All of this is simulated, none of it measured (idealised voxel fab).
Process module under the name voxel ribs on slabs
Displayed cross-section: cut, width of 290 nm, square cells sized 5 nm.
Reading order for cross-sections: top band down to bottom band. Underlying form: a grid of square cells. Band size: one or more rows of cells. Quick guide to a band line: top height, bottom height (nm) up front; then every material left to right with its width in nm. Only one material and it's marked "everywhere"? Then it fills the band edge to edge. And "blank" just means empty space. The level at which height equals 0 is the one under which the wafer, as it arrives, is entirely one material. No lower edge exists for the bottom band, which continues downward and is notated as in "from 0 down". Read "30 to 40" as a graded width: first number on top, second number at the bottom, same change between each pair of neighbouring rows. "no alteration" -> step changed no cross-section cell. Empty spaces counting at least 8 cells and having no open way to the top are listed in "Enclosed voids". The notation width x height at distance is used for each, the distance being from the left edge and all three values in nm. Formally, on a step line, whatever follows the settings is a remark that the simulator itself makes on the step. "overlay nm" denotes, for a step that has a mask, the displacement of the mask to the right of its planned place, with negative values corresponding to the left.
# Intended process steps
| 1 | RECEIVE,material Si |
| 2 | DIRECTIONAL_DEP,material SiO2,thk nm 30 |
| 3 | DIRECTIONAL_DEP,material polySi,thk nm 20 |
| 4 | MASKED_ETCH,tone cover,mask id RIB,width nm 25,etch materials polySi,depth nm 5,overlay nm 0 |
| 5 | PATTERN,tone cover,mask id SLAB,material resist,width nm 55,thk nm 15,overlay nm 0 |
| 6 | DIRECTIONAL_ETCH,etch materials polySi,depth nm 15 |
| 7 | STRIP,etch materials resist |
| 8 | FILL_DEP,material SiO2,thk nm 20 |
| 9 | CMP,height nm 60 |
| 10 | DIRECTIONAL_DEP,material W,thk nm 5 |
| 11 | MASKED_ETCH,tone cover,mask id HEATER,width nm 35,etch materials W,depth nm 5,overlay nm 0 |
| 12 | CONFORMAL_DEP,material SiN,thk nm 10 |
# Incoming wafer in cross-section (state: after step 1)
    from 0 down = Si everywhere
    Enclosed voids: none
# Cross-section, first of two wafers, end of module, run as planned
    from 75 to 70 = blank 115 / SiN 55 / blank 120
    from 70 to 65 = SiN everywhere
    from 65 to 60 = SiN 125 / W 35 / SiN 130
    from 60 to 50 = SiO2 everywhere
    from 50 to 45 = SiO2 130 / polySi 25 / SiO2 135
    from 45 to 30 = SiO2 115 / polySi 55 / SiO2 120
    from 30 to 0 = SiO2 everywhere
    from 0 down = Si everywhere
    Enclosed voids: none
# Cross-sectional view of the second of two wafers upon completion of the module. This wafer shared its starting condition and process plan with the first; one error was made during its execution
    from 75 to 70 = blank 115 / SiN 55 / blank 120
    from 70 to 65 = SiN everywhere
    from 65 to 60 = SiN 125 / W 35 / SiN 130
    from 60 to 20 = SiO2 everywhere
    from 20 to 0 = polySi everywhere
    from 0 down = Si everywhere
    Enclosed voids: none
Error vs. plan: steps 2 and 3 of the plan were each performed in the slot designated for the other
at the end the second wafer has, in cells: 194 fewer of SiO2; 194 more of polySi
